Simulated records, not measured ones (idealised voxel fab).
Process module heading - voxel self aligned vias
We display cut, a cross-section 260 nm in width whose square cells are each 5 nm.
Format of a cross-section: grid, square cells. Given as bands. Order: top down. Band: one or more rows of cells.
This entry defines a band. It first specifies the height of the band's top and the height of its bottom in nm, and then specifies the band's materials from left to right, stating each material with its width in nm. The word "edge to edge" identifies a single material that fills the band from edge to edge, while the word "blank" identifies empty space.
All heights in this document are referenced to 0, defined as the level beneath which the wafer, as received, consists entirely of one material. The lowest band is not bounded below; it extends indefinitely downward and is written in the form "0 down".
The two numbers in a width such as "30..40" mark its ends across the band: the first belongs to the top row of cells, the second to the bottom row, and from each row to the next the width moves by the same amount.
A step reported as "left unchanged" is a step in which no cell of the cross-section changed.
If an empty space has no open way to the top and is at least 8 cells in size, "Sealed internal voids" lists it, written width x height at distance, where distance is measured from the left edge and every value is in nm.
Where a step's line continues beyond its settings, the continuation is a remark by the simulator itself on that step.
Among the settings permitted on a step's line is "overlay nm"; applied to a step with a mask, it specifies the extent to which the mask lay to the right of its planned position, whereas a negative figure signifies a position to the left.
## Listed below are the process steps as planned
1) RECEIVE: material Si
2) CONFORMAL_DEP: material SiO2, thk nm 15
3) CONFORMAL_DEP: material SiCN, thk nm 5
4) DIRECTIONAL_DEP: material lowk, thk nm 25
5) DIRECTIONAL_DEP: material aC, thk nm 10
6) PATTERN: tone open, mask id LINES, material resist, width nm 30, pitch nm 65, thk nm 25, overlay nm 0
7) DIRECTIONAL_ETCH: etch materials aC, depth nm 10
8) STRIP: etch materials resist
9) DIRECTIONAL_ETCH: etch materials lowk, depth nm 25
10) STRIP: etch materials aC
11) CONFORMAL_DEP: material TiN, thk nm 5
12) FILL_DEP: material W, thk nm 5
13) CMP: height nm 45
14) SELECTIVE_ETCH: etch materials W Ru TiN, depth nm 10
15) FILL_DEP: material SiN, thk nm 10
16) CMP: height nm 45
17) DIRECTIONAL_DEP: material lowk, thk nm 15
18) PATTERN: tone open, mask id VIAS, material resist, width nm 50, pitch nm 65, thk nm 15, overlay nm 0
19) DIRECTIONAL_ETCH: etch materials lowk, depth nm 15
20) DIRECTIONAL_ETCH: etch materials SiN, depth nm 10
21) STRIP: etch materials resist
22) CONFORMAL_DEP: material TiN, thk nm 5
23) FILL_DEP: material Ru, thk nm 10
24) CMP: height nm 60
25) CONFORMAL_DEP: material SiCN, thk nm 5
## Incoming wafer, cross-sectional view, post step 1
- 0 down  Si edge to edge
- Sealed internal voids: none
## Looking at the first of two wafers in cross-section at end of module - ran to plan
- 65 to 60  SiCN edge to edge
- 60 to 50  70 of lowk / 5 of TiN / 40 of Ru / 5 of TiN / 15 of lowk / 5 of TiN / 40 of Ru / 5 of TiN / 75 of lowk
- 50 to 40  70..80 of lowk / 15..5 of TiN / 20 of Ru / 15..5 of TiN / 15..35 of lowk / 15..5 of TiN / 20 of Ru / 15..5 of TiN / 75..85 of lowk
- 40 to 35  80 of lowk / 30 of TiN / 35 of lowk / 30 of TiN / 85 of lowk
- 35 to 25  80 of lowk / 5 of TiN / 20 of W / 5 of TiN / 35 of lowk / 5 of TiN / 20 of W / 5 of TiN / 85 of lowk
- 25 to 20  80 of lowk / 30 of TiN / 35 of lowk / 30 of TiN / 85 of lowk
- 20 to 15  SiCN edge to edge
- 15 to 0  SiO2 edge to edge
- 0 down  Si edge to edge
- Sealed internal voids: none
## End-of-module cross-section of the second wafer: identical starting point and process plan to the first, with one processing mistake
- 65 to 60  SiCN edge to edge
- 60 to 50  70 of lowk / 5 of TiN / 40 of Ru / 5 of TiN / 15 of lowk / 5 of TiN / 40 of Ru / 5 of TiN / 75 of lowk
- 50 to 45  70 of lowk / 50 of TiN / 15 of lowk / 50 of TiN / 75 of lowk
- 45 to 35  70 of lowk / 10 of TiN / 30 of SiN / 10 of TiN / 15 of lowk / 10 of TiN / 30 of SiN / 10 of TiN / 75 of lowk
- 35 to 25  80 of lowk / 5 of TiN / 20 of W / 5 of TiN / 35 of lowk / 5 of TiN / 20 of W / 5 of TiN / 85 of lowk
- 25 to 20  80 of lowk / 30 of TiN / 35 of lowk / 30 of TiN / 85 of lowk
- 20 to 15  SiCN edge to edge
- 15 to 0  SiO2 edge to edge
- 0 down  Si edge to edge
- Sealed internal voids: none
Want to know what went wrong? step 20 ran as: DIRECTIONAL_ETCH: etch materials lowk, depth nm 10
FYI, end of process, the second wafer has more or fewer cells of some materials than the first: -16 Ru; +24 SiN; +8 TiN; -16 lowk
